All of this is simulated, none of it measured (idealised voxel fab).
Presented below is a process module, voxel ribs on slabs.
We display cut, a cross-section 245 nm in width whose square cells are each 5 nm.
Cross-section layout: square cells on a grid; listed as bands, top to bottom; a band spans one or more cell rows. A band entry consists of two parts. The first gives the height of the band's top and the height of its bottom, in nm. The rest lists the band's materials from left to right, each with its width in nm. A single material labelled with the word "everywhere" fills the band from edge to edge, and the word "air" marks empty space. We count height from 0. Below that, the starting wafer is all one material. The lowest band never ends at the bottom but goes on down; see "top 0, no bottom" for how that is written. When a width is written as two numbers, as in "30->40", the first number is the width in the top row of cells of the band and the second is the width in its bottom row, and the width changes by the same amount from each row to the next. No cell of the cross-section changed in a step that is given as "remained the same". The entry titled "Sealed-off cavities" provides the empty spaces that have no open way to the top, restricted to those of 8 cells or more. Each is presented as width x height at distance, the distance being measured from the left edge, with all three in nm. It should be noted that, on the line of a given step, the content following the step's settings is a remark produced by the simulator itself with respect to that step. "overlay nm" denotes, for a step that has a mask, the displacement of the mask to the right of its planned place, with negative values corresponding to the left.

The steps planned for the process are as follows:
1: RECEIVE,material Si
2: DIRECTIONAL_DEP,material SiO2,thk nm 30
3: DIRECTIONAL_DEP,material polySi,thk nm 25
4: MASKED_ETCH,tone cover,mask id RIB,width nm 30,etch materials polySi,depth nm 10,overlay nm 0
5: MASKED_ETCH,tone cover,mask id SLAB,width nm 70,etch materials polySi,depth nm 15,overlay nm 0
6: FILL_DEP,material SiO2,thk nm 20
7: CMP,height nm 70
8: DIRECTIONAL_DEP,material TiN,thk nm 5
9: DIRECTIONAL_DEP,material aC,thk nm 15
10: PATTERN,tone cover,mask id HEATER,material resist,width nm 40,thk nm 30,overlay nm 0
11: DIRECTIONAL_ETCH,etch materials aC,depth nm 15
12: STRIP,etch materials resist
13: DIRECTIONAL_ETCH,etch materials TiN,depth nm 5
14: STRIP,etch materials aC
15: CONFORMAL_DEP,material SiO2,thk nm 10

Incoming wafer, cross-sectional view, post step 1:
  top 0, no bottom  Si everywhere
  Sealed-off cavities: none

What the wafer looks like in cross-section after this module, when it starts as shown above and follows the plan above but one mistake is made in running it:
  top 85, bottom 80  air 90 | SiO2 60 | air 95
  top 80, bottom 75  SiO2 everywhere
  top 75, bottom 70  SiO2 100 | TiN 40 | SiO2 105
  top 70, bottom 25  SiO2 everywhere
  top 25, bottom 0  polySi everywhere
  top 0, no bottom  Si everywhere
  Sealed-off cavities: none
Misprocessing identified: plan vs actual: 2 and 3 interchanged
